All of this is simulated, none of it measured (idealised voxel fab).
Process module in this document: voxel plated lines
Section cut is 255 nm wide and gridded with 5 nm square cells.
Notation: cross-section as square-cell grid; stated in bands, top first, going down; one or more cell rows per band. Within each band entry, the heights of the top and of the bottom of the band appear first, in that order and in nm; the materials of the band then follow from left to right, each with its corresponding width in nm. The designation "all across" on a single material indicates that it fills the band from edge to edge; the designation "empty" indicates empty space. Note: height 0 marks the level under which the wafer is uniformly one material as received. Lowest band unbounded below, written "z 0 and below". So if you see something like "30..40" for the width, read it as the top row of the band sitting at the first number and the bottom row at the second, with every row in between moving by the same amount as the last. Basically "nothing was modified" means that step didn't change any cell in the cross-section. Empty spaces without an open route to the top, at least 8 cells in extent, make up the entry "Closed void catalog"; each is given as width x height at distance, where the distance is measured from the left edge, and all are in nm. It should be noted that, on the line of a given step, the content following the step's settings is a remark produced by the simulator itself with respect to that step. The "overlay nm" setting may appear on a step's line; for a step that uses a mask, it gives how far to the right of its planned position the mask lay, and a negative value indicates the left.

[Process steps foreseen in the plan]
1,RECEIVE (material Si)
2,CONFORMAL_DEP (material Al2O3; thk nm 15)
3,DIRECTIONAL_DEP (material TiN; thk nm 5)
4,PATTERN (tone open; mask id LINES; material resist; width nm 15; pitch nm 40; thk nm 30; overlay nm 0)
5,EPI (material Ru; thk nm 10)
6,EPI (material Ru; thk nm 5)
7,STRIP (etch materials resist)
8,DIRECTIONAL_ETCH (etch materials TiN; depth nm 5)
9,CONFORMAL_DEP (material SiO2; thk nm 5)

[Wafer as received: cross-section following step 1]
    z 0 and below = Si all across
    Closed void catalog: none

[Module complete - cross-section of the first of two wafers, run according to plan]
    z 40 to 35 = empty 95 nm, then SiO2 25 nm, then empty 15 nm, then SiO2 25 nm, then empty 95 nm
    z 35 to 20 = empty 95 nm, then SiO2 5 nm, then Ru 15 nm, then SiO2 5 nm, then empty 15 nm, then SiO2 5 nm, then Ru 15 nm, then SiO2 5 nm, then empty 95 nm
    z 20 to 15 = SiO2 100 nm, then TiN 15 nm, then SiO2 25 nm, then TiN 15 nm, then SiO2 100 nm
    z 15 to 0 = Al2O3 all across
    z 0 and below = Si all across
    Closed void catalog: none

[Here is the second of the two wafers cut open at the end of the module - same start, same plan as the first one, but we made one mistake running it]
    z 40 to 35 = SiO2 105 nm, then empty 5 nm, then SiO2 35 nm, then empty 5 nm, then SiO2 105 nm
    z 35 to 20 = Ru 100 nm, then SiO2 5 nm, then empty 5 nm, then SiO2 5 nm, then Ru 25 nm, then SiO2 5 nm, then empty 5 nm, then SiO2 5 nm, then Ru 100 nm
    z 20 to 15 = TiN 100 nm, then SiO2 15 nm, then TiN 25 nm, then SiO2 15 nm, then TiN 100 nm
    z 15 to 0 = Al2O3 all across
    z 0 and below = Si all across
    Closed void catalog: none
Here's what went sideways: step 4 went in with a setting other than planned; the actual run was PATTERN (tone cover; mask id LINES; material resist; width nm 15; pitch nm 40; thk nm 30; overlay nm 0)
Counted in cells at the end, the second wafer holds more or fewer of these materials than the first: Ru: 117 more, TiN: 39 more
